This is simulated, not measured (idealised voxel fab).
process module | voxel wiring stack
The figure presents cross-section cut, which has a width of 255 nm and is divided into square cells with an edge length of 5 nm.
Think of the cross-section as a grid of square cells. We describe it in bands, top to bottom, and each band covers one or more rows of those cells. Within each band entry, the heights of the top and of the bottom of the band appear first, in that order and in nm; the materials of the band then follow from left to right, each with its corresponding width in nm. The designation "all across" on a single material indicates that it fills the band from edge to edge; the designation "blank" indicates empty space. Counting heights begins at 0, where everything beneath is, in the wafer as received, one material. The lowest band has no bottom; it goes on downwards, as "0 -> down" shows. A width such as "30->40" changes by the same amount from each row of cells to the next, from the band's top row to its bottom row. "left unchanged", as given for a step, is the statement that not any cell of the cross-section underwent a change during that step. In "Closed voids list" the enclosed voids are listed, meaning empty spaces of 8 cells or larger without any opening to the top. The form is width x height at distance, distance from the left edge, units nm. Formally, on a step line, whatever follows the settings is a remark that the simulator itself makes on the step. The optional step-line setting "overlay nm" applies to steps with a mask and quantifies how far to the right of its planned location the mask lay, a negative value indicating leftward placement.

### Listed below are the process steps as planned
1: op RECEIVE | material Si
2: op CONFORMAL_DEP | material SiO2 | thk nm 15
3: op CONFORMAL_DEP | material SiN | thk nm 5
4: op DIRECTIONAL_DEP | material lowk | thk nm 15
5: op DIRECTIONAL_DEP | material aC | thk nm 10
6: op PATTERN | tone open | mask id METAL_1 | material resist | width nm 20 | pitch nm 35 | thk nm 25 | overlay nm 0
7: op DIRECTIONAL_ETCH | etch materials aC | depth nm 10
8: op STRIP | etch materials resist
9: op DIRECTIONAL_ETCH | etch materials lowk | depth nm 15
10: op DIRECTIONAL_ETCH | etch materials SiN | depth nm 5
11: op STRIP | etch materials aC
12: op CONFORMAL_DEP | material TiN | thk nm 5
13: op FILL_DEP | material Cu | thk nm 10
14: op CMP | height nm 35
15: op CONFORMAL_DEP | material SiCN | thk nm 5
16: op DIRECTIONAL_DEP | material lowk | thk nm 30
17: op PATTERN | tone open | mask id METAL_2_HOLES | material resist | width nm 15 | pitch nm 70 | thk nm 15 | overlay nm 0
18: op DIRECTIONAL_ETCH | etch materials lowk | depth nm 30
19: op STRIP | etch materials resist
20: op MASKED_ETCH | tone open | mask id METAL_2 | width nm 20 | pitch nm 35 | etch materials lowk | depth nm 20 | overlay nm 0
21: op MASKED_ETCH | tone open | mask id METAL_2 | width nm 20 | pitch nm 35 | etch materials SiCN | depth nm 5 | overlay nm 0
22: op CONFORMAL_DEP | material TiN | thk nm 5
23: op FILL_DEP | material Cu | thk nm 5
24: op CMP | height nm 70
25: op CONFORMAL_DEP | material SiN | thk nm 5

### Cross-section of the incoming wafer, state after step 1
	0 -> down | Si all across
	Closed voids list: none

### Cross-sectional result after module completion. Note: starting condition and plan are unchanged from above; one processing mistake was made
	75 -> 70 | SiN all across
	70 -> 55 | lowk 65 nm; TiN 5 nm; Cu 10 nm; TiN 5 nm; lowk 15 nm; TiN 5 nm; Cu 10 nm; TiN 5 nm; lowk 15 nm; TiN 5 nm; Cu 10 nm; TiN 5 nm; lowk 15 nm; TiN 5 nm; Cu 10 nm; TiN 5 nm; lowk 65 nm
	55 -> 50 | lowk 65 nm; TiN 5 nm; Cu 5 nm; TiN 10 nm; lowk 15 nm; TiN 20 nm; lowk 15 nm; TiN 5 nm; Cu 5 nm; TiN 10 nm; lowk 15 nm; TiN 20 nm; lowk 65 nm
	50 -> 40 | lowk 65 nm; TiN 5 nm; Cu 5 nm; TiN 5 nm; lowk 55 nm; TiN 5 nm; Cu 5 nm; TiN 5 nm; lowk 105 nm
	40 -> 35 | SiCN 65 nm; TiN 15 nm; SiCN 55 nm; TiN 15 nm; SiCN 105 nm
	35 -> 25 | Cu all across
	25 -> 20 | TiN 70 nm; Cu 10 nm; TiN 25 nm; Cu 10 nm; TiN 25 nm; Cu 10 nm; TiN 25 nm; Cu 10 nm; TiN 70 nm
	20 -> 5 | lowk 65 nm; TiN 5 nm; Cu 10 nm; TiN 5 nm; lowk 15 nm; TiN 5 nm; Cu 10 nm; TiN 5 nm; lowk 15 nm; TiN 5 nm; Cu 10 nm; TiN 5 nm; lowk 15 nm; TiN 5 nm; Cu 10 nm; TiN 5 nm; lowk 65 nm
	5 -> 0 | SiN 65 nm; TiN 20 nm; SiN 15 nm; TiN 20 nm; SiN 15 nm; TiN 20 nm; SiN 15 nm; TiN 20 nm; SiN 65 nm
	0 -> down | Si all across
	Closed voids list: none
Deviation from plan: step 2 of the plan was jumped over and never run
